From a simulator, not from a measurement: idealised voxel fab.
Process module, titled voxel capacitor over wiring
Cross-section cut spans 265 nm and uses square cells 5 nm in size.
Bands, listed from the top down, are how a cross-section gets written in this document; the cross-section itself is a grid of square cells, and a band is one or more rows of them.
Per band: top height and bottom height in nm, followed by the left-to-right materials and their widths in nm; "everywhere" marks a single material spanning edge to edge, "empty" marks empty space.
Where do heights start? At 0: under that level the wafer as delivered is made of one material only. And the lowest band has no floor; it just carries on downward, as in "0 nm and below".
You'd read "30 to 40" like this: the band's top row of cells is as wide as the first number, its bottom row is as wide as the second, and going down, every row changes width by the same amount as the row before did.
"left unchanged" for a step: no cell of the cross-section changed in that step.
This entry, "Enclosed void list", enumerates those empty regions of no fewer than 8 cells that possess no open connection to the top. Each region is reported in the form width x height at distance, the distance being taken from the left edge, with all three quantities expressed in nm.
It should be noted that, on the line of a given step, the content following the step's settings is a remark produced by the simulator itself with respect to that step.
A step's line can hold "overlay nm"; with a mask on that step, the setting says how far right of the planned place the mask lay, while a negative setting says it lay to the left.
**The planned process steps are enumerated hereunder**
step 1: RECEIVE, material Si
step 2: CONFORMAL_DEP, material SiO2, thk nm 15
step 3: CONFORMAL_DEP, material SiN, thk nm 5
step 4: DIRECTIONAL_DEP, material SiO2, thk nm 20
step 5: PATTERN, tone open, mask id METAL_1, material resist, width nm 30, pitch nm 80, thk nm 15, overlay nm 0
step 6: DIRECTIONAL_ETCH, etch materials SiO2, depth nm 20
step 7: DIRECTIONAL_ETCH, etch materials SiN, depth nm 5
step 8: STRIP, etch materials resist
step 9: CONFORMAL_DEP, material TiN, thk nm 5
step 10: FILL_DEP, material Ru, thk nm 5
step 11: CMP, height nm 40
step 12: EPI, material Ru, thk nm 5
step 13: FILL_DEP, material SiCN, thk nm 5
step 14: DIRECTIONAL_DEP, material SiO2, thk nm 20
step 15: MASKED_ETCH, tone open, mask id PLUG_1, width nm 15, etch materials SiO2, depth nm 20, overlay nm 0
step 16: MASKED_ETCH, tone open, mask id PLUG_1, width nm 15, etch materials SiCN, depth nm 5, overlay nm 0
step 17: EPI, material Ru, thk nm 10
step 18: EPI, material Ru, thk nm 10
step 19: EPI, material Ru, thk nm 5
step 20: DIRECTIONAL_DEP, material TiN, thk nm 10
step 21: DIRECTIONAL_DEP, material Al2O3, thk nm 5
step 22: DIRECTIONAL_DEP, material TiN, thk nm 10
step 23: DIRECTIONAL_DEP, material aC, thk nm 15
step 24: PATTERN, tone cover, mask id UPPER_PLATE, material resist, width nm 55, thk nm 30, overlay nm 0
step 25: DIRECTIONAL_ETCH, etch materials aC, depth nm 15
step 26: STRIP, etch materials resist
step 27: DIRECTIONAL_ETCH, etch materials TiN, depth nm 10
step 28: DIRECTIONAL_ETCH, etch materials Al2O3, depth nm 5
step 29: STRIP, etch materials aC
step 30: MASKED_ETCH, tone cover, mask id LOWER_PLATE, width nm 65, etch materials TiN, depth nm 10, overlay nm 0
step 31: FILL_DEP, material SiO2, thk nm 15
step 32: CMP, height nm 105
step 33: DIRECTIONAL_DEP, material aC, thk nm 10
step 34: PATTERN, tone open, mask id PLUG_2, material resist, width nm 15, thk nm 30, overlay nm 0
step 35: DIRECTIONAL_ETCH, etch materials aC, depth nm 10
step 36: STRIP, etch materials resist
step 37: DIRECTIONAL_ETCH, etch materials SiO2, depth nm 10
step 38: STRIP, etch materials aC
step 39: CONFORMAL_DEP, material TiN, thk nm 5
step 40: FILL_DEP, material Cu, thk nm 5
step 41: CMP, height nm 105
step 42: CONFORMAL_DEP, material SiCN, thk nm 5
**What follows covers the first of two wafers; it ran as planned**
**as received, after step 1**
    0 nm and below  Si everywhere
    Enclosed void list: none
**Wafer after step 2 (cross-section)**
    15 nm to 0 nm  SiO2 everywhere
    Under 0: no change, same as before.
**Wafer after step 3 (cross-section)**
    20 nm to 15 nm  SiN everywhere
    Under 15: no change, same as before.
**Wafer after step 4 (cross-section)**
    40 nm to 20 nm  SiO2 everywhere
    Under 20: no change, same as before.
**Wafer after step 5 (cross-section)**
    55 nm to 40 nm  resist (75), empty (30), resist (50), empty (30), resist (80)
    Under 40: no change, same as before.
**Wafer after step 6 (cross-section)**
    55 nm to 40 nm  resist (75), empty (30), resist (50), empty (30), resist (80)
    40 nm to 20 nm  SiO2 (75), empty (30), SiO2 (50), empty (30), SiO2 (80)
    Under 20: no change, same as before.
**Wafer after step 7 (cross-section)**
    55 nm to 40 nm  resist (75), empty (30), resist (50), empty (30), resist (80)
    40 nm to 20 nm  SiO2 (75), empty (30), SiO2 (50), empty (30), SiO2 (80)
    20 nm to 15 nm  SiN (75), empty (30), SiN (50), empty (30), SiN (80)
    Under 15: no change, same as before.
**Wafer after step 8 (cross-section)**
    40 nm to 20 nm  SiO2 (75), empty (30), SiO2 (50), empty (30), SiO2 (80)
    Under 20: no change, same as before.
**Wafer after step 9 (cross-section)**
    45 nm to 40 nm  TiN (80), empty (20), TiN (60), empty (20), TiN (85)
    40 nm to 20 nm  SiO2 (75), TiN (5), empty (20), TiN (5), SiO2 (50), TiN (5), empty (20), TiN (5), SiO2 (80)
    20 nm to 15 nm  SiN (75), TiN (30), SiN (50), TiN (30), SiN (80)
    Under 15: no change, same as before.
**Wafer after step 10 (cross-section)**
    50 nm to 45 nm  Ru everywhere
    45 nm to 40 nm  TiN (80), Ru (20), TiN (60), Ru (20), TiN (85)
    40 nm to 20 nm  SiO2 (75), TiN (5), Ru (20), TiN (5), SiO2 (50), TiN (5), Ru (20), TiN (5), SiO2 (80)
    Under 20: no change, same as before.
**Wafer after step 11 (cross-section)**
    40 nm to 20 nm  SiO2 (75), TiN (5), Ru (20), TiN (5), SiO2 (50), TiN (5), Ru (20), TiN (5), SiO2 (80)
    Under 20: no change, same as before.
**Wafer after step 12 (cross-section)**
    45 nm to 40 nm  empty (70), Ru (40), empty (40), Ru (40), empty (75)
    Under 40: no change, same as before.
**Wafer after step 13 (cross-section)**
    50 nm to 45 nm  SiCN everywhere
    45 nm to 40 nm  SiCN (70), Ru (40), SiCN (40), Ru (40), SiCN (75)
    Under 40: no change, same as before.
**Wafer after step 14 (cross-section)**
    70 nm to 50 nm  SiO2 everywhere
    Under 50: no change, same as before.
**Wafer after step 15 (cross-section)**
    70 nm to 50 nm  SiO2 (90), empty (15), SiO2 (160)
    Under 50: no change, same as before.
**Wafer after step 16 (cross-section)**
    70 nm to 50 nm  SiO2 (90), empty (15), SiO2 (160)
    50 nm to 45 nm  SiCN (90), empty (15), SiCN (160)
    Under 45: no change, same as before.
**Wafer after step 17 (cross-section)**
    70 nm to 55 nm  SiO2 (90), empty (15), SiO2 (160)
    55 nm to 50 nm  SiO2 (90), Ru (15), SiO2 (160)
    50 nm to 45 nm  SiCN (90), Ru (15), SiCN (160)
    Under 45: no change, same as before.
**Wafer after step 18 (cross-section)**
    70 nm to 65 nm  SiO2 (90), empty (15), SiO2 (160)
    65 nm to 50 nm  SiO2 (90), Ru (15), SiO2 (160)
    Under 50: no change, same as before.
**Wafer after step 19 (cross-section)**
    70 nm to 50 nm  SiO2 (90), Ru (15), SiO2 (160)
    Under 50: no change, same as before.
**Wafer after step 20 (cross-section)**
    80 nm to 70 nm  TiN everywhere
    Under 70: no change, same as before.
**Wafer after step 21 (cross-section)**
    85 nm to 80 nm  Al2O3 everywhere
    Under 80: no change, same as before.
**Wafer after step 22 (cross-section)**
    95 nm to 85 nm  TiN everywhere
    Under 85: no change, same as before.
**Wafer after step 23 (cross-section)**
    110 nm to 95 nm  aC everywhere
    Under 95: no change, same as before.
**Wafer after step 24 (cross-section)**
    140 nm to 110 nm  empty (90), resist (55), empty (120)
    Under 110: no change, same as before.
**Wafer after step 25 (cross-section)**
    125 nm to 110 nm  empty (90), resist (55), empty (120)
    110 nm to 95 nm  empty (90), aC (55), empty (120)
    Under 95: no change, same as before.
**Wafer after step 26 (cross-section)**
    110 nm to 95 nm  empty (90), aC (55), empty (120)
    Under 95: no change, same as before.
**Wafer after step 27 (cross-section)**
    110 nm to 95 nm  empty (90), aC (55), empty (120)
    95 nm to 85 nm  empty (90), TiN (55), empty (120)
    Under 85: no change, same as before.
**Wafer after step 28 (cross-section)**
    110 nm to 95 nm  empty (90), aC (55), empty (120)
    95 nm to 85 nm  empty (90), TiN (55), empty (120)
    85 nm to 80 nm  empty (90), Al2O3 (55), empty (120)
    Under 80: no change, same as before.
**Wafer after step 29 (cross-section)**
    95 nm to 85 nm  empty (90), TiN (55), empty (120)
    Under 85: no change, same as before.
**Wafer after step 30 (cross-section)**
    95 nm to 85 nm  empty (90), TiN (55), empty (120)
    85 nm to 80 nm  empty (90), Al2O3 (55), empty (120)
    80 nm to 70 nm  empty (85), TiN (65), empty (115)
    Under 70: no change, same as before.
**Wafer after step 31 (cross-section)**
    110 nm to 95 nm  SiO2 everywhere
    95 nm to 85 nm  SiO2 (90), TiN (55), SiO2 (120)
    85 nm to 80 nm  SiO2 (90), Al2O3 (55), SiO2 (120)
    80 nm to 70 nm  SiO2 (85), TiN (65), SiO2 (115)
    Under 70: no change, same as before.
**Wafer after step 32 (cross-section)**
    105 nm to 95 nm  SiO2 everywhere
    Under 95: no change, same as before.
**Wafer after step 33 (cross-section)**
    115 nm to 105 nm  aC everywhere
    Under 105: no change, same as before.
**Wafer after step 34 (cross-section)**
    145 nm to 115 nm  resist (100), empty (15), resist (150)
    Under 115: no change, same as before.
**Wafer after step 35 (cross-section)**
    135 nm to 115 nm  resist (100), empty (15), resist (150)
    115 nm to 105 nm  aC (100), empty (15), aC (150)
    Under 105: no change, same as before.
**Wafer after step 36 (cross-section)**
    115 nm to 105 nm  aC (100), empty (15), aC (150)
    Under 105: no change, same as before.
**Wafer after step 37 (cross-section)**
    115 nm to 105 nm  aC (100), empty (15), aC (150)
    105 nm to 95 nm  SiO2 (100), empty (15), SiO2 (150)
    Under 95: no change, same as before.
**Wafer after step 38 (cross-section)**
    105 nm to 95 nm  SiO2 (100), empty (15), SiO2 (150)
    Under 95: no change, same as before.
**Wafer after step 39 (cross-section)**
    110 nm to 105 nm  TiN (105), empty (5), TiN (155)
    105 nm to 100 nm  SiO2 (100), TiN (5), empty (5), TiN (5), SiO2 (150)
    100 nm to 95 nm  SiO2 (100), TiN (15), SiO2 (150)
    Under 95: no change, same as before.
**Wafer after step 40 (cross-section)**
    115 nm to 110 nm  Cu everywhere
    110 nm to 105 nm  TiN (105), Cu (5), TiN (155)
    105 nm to 100 nm  SiO2 (100), TiN (5), Cu (5), TiN (5), SiO2 (150)
    Under 100: no change, same as before.
**Wafer after step 41 (cross-section)**
    105 nm to 100 nm  SiO2 (100), TiN (5), Cu (5), TiN (5), SiO2 (150)
    Under 100: no change, same as before.
**Wafer after step 42 (cross-section)**
    110 nm to 105 nm  SiCN everywhere
    Under 105: no change, same as before.
**Companion wafer, the second of two: same beginning, same intended sequence, one mistake in carrying it out; through step 19 inclusive it tracks the first exactly**
**The second wafer in cross-section, at the planned close of step 20**
    75 nm to 70 nm  Al2O3 everywhere
    Under 70: no change, same as before.
**The second wafer in cross-section, at the planned close of step 21**
    85 nm to 75 nm  TiN everywhere
    Under 75: no change, same as before.
**The second wafer in cross-section, at the planned close of step 22**
    95 nm to 75 nm  TiN everywhere
    Under 75: no change, same as before.
**The second wafer in cross-section, at the planned close of step 23**
    110 nm to 95 nm  aC everywhere
    Under 95: no change, same as before.
**The second wafer in cross-section, at the planned close of step 24**
    140 nm to 110 nm  empty (90), resist (55), empty (120)
    Under 110: no change, same as before.
**The second wafer in cross-section, at the planned close of step 25**
    125 nm to 110 nm  empty (90), resist (55), empty (120)
    110 nm to 95 nm  empty (90), aC (55), empty (120)
    Under 95: no change, same as before.
**The second wafer in cross-section, at the planned close of step 26**
    110 nm to 95 nm  empty (90), aC (55), empty (120)
    Under 95: no change, same as before.
**The second wafer in cross-section, at the planned close of step 27**
    110 nm to 95 nm  empty (90), aC (55), empty (120)
    95 nm to 85 nm  empty (90), TiN (55), empty (120)
    Under 85: no change, same as before.
The second wafer in cross-section, at the planned close of step 28: left unchanged
**The second wafer in cross-section, at the planned close of step 29**
    95 nm to 85 nm  empty (90), TiN (55), empty (120)
    Under 85: no change, same as before.
**The second wafer in cross-section, at the planned close of step 30**
    95 nm to 85 nm  empty (90), TiN (55), empty (120)
    85 nm to 75 nm  empty (85), TiN (65), empty (115)
    Under 75: no change, same as before.
**The second wafer in cross-section, at the planned close of step 31**
    110 nm to 95 nm  SiO2 everywhere
    95 nm to 85 nm  SiO2 (90), TiN (55), SiO2 (120)
    85 nm to 75 nm  SiO2 (85), TiN (65), SiO2 (115)
    Under 75: no change, same as before.
**The second wafer in cross-section, at the planned close of step 32**
    105 nm to 95 nm  SiO2 everywhere
    Under 95: no change, same as before.
**The second wafer in cross-section, at the planned close of step 33**
    115 nm to 105 nm  aC everywhere
    Under 105: no change, same as before.
**The second wafer in cross-section, at the planned close of step 34**
    145 nm to 115 nm  resist (100), empty (15), resist (150)
    Under 115: no change, same as before.
**The second wafer in cross-section, at the planned close of step 35**
    135 nm to 115 nm  resist (100), empty (15), resist (150)
    115 nm to 105 nm  aC (100), empty (15), aC (150)
    Under 105: no change, same as before.
**The second wafer in cross-section, at the planned close of step 36**
    115 nm to 105 nm  aC (100), empty (15), aC (150)
    Under 105: no change, same as before.
**The second wafer in cross-section, at the planned close of step 37**
    115 nm to 105 nm  aC (100), empty (15), aC (150)
    105 nm to 95 nm  SiO2 (100), empty (15), SiO2 (150)
    Under 95: no change, same as before.
**The second wafer in cross-section, at the planned close of step 38**
    105 nm to 95 nm  SiO2 (100), empty (15), SiO2 (150)
    Under 95: no change, same as before.
**The second wafer in cross-section, at the planned close of step 39**
    110 nm to 105 nm  TiN (105), empty (5), TiN (155)
    105 nm to 100 nm  SiO2 (100), TiN (5), empty (5), TiN (5), SiO2 (150)
    100 nm to 95 nm  SiO2 (100), TiN (15), SiO2 (150)
    Under 95: no change, same as before.
**The second wafer in cross-section, at the planned close of step 40**
    115 nm to 110 nm  Cu everywhere
    110 nm to 105 nm  TiN (105), Cu (5), TiN (155)
    105 nm to 100 nm  SiO2 (100), TiN (5), Cu (5), TiN (5), SiO2 (150)
    Under 100: no change, same as before.
**The second wafer in cross-section, at the planned close of step 41**
    105 nm to 100 nm  SiO2 (100), TiN (5), Cu (5), TiN (5), SiO2 (150)
    Under 100: no change, same as before.
**The second wafer in cross-section, at the planned close of step 42**
    110 nm to 105 nm  SiCN everywhere
    Under 105: no change, same as before.
Want to know what went wrong? step 21 occupied the plan position of step 20, and the converse holds as well
Upon completion, the second wafer contains, in terms of cells, a greater or smaller amount of certain materials than the first wafer: Al2O3 +42 | SiO2 -42
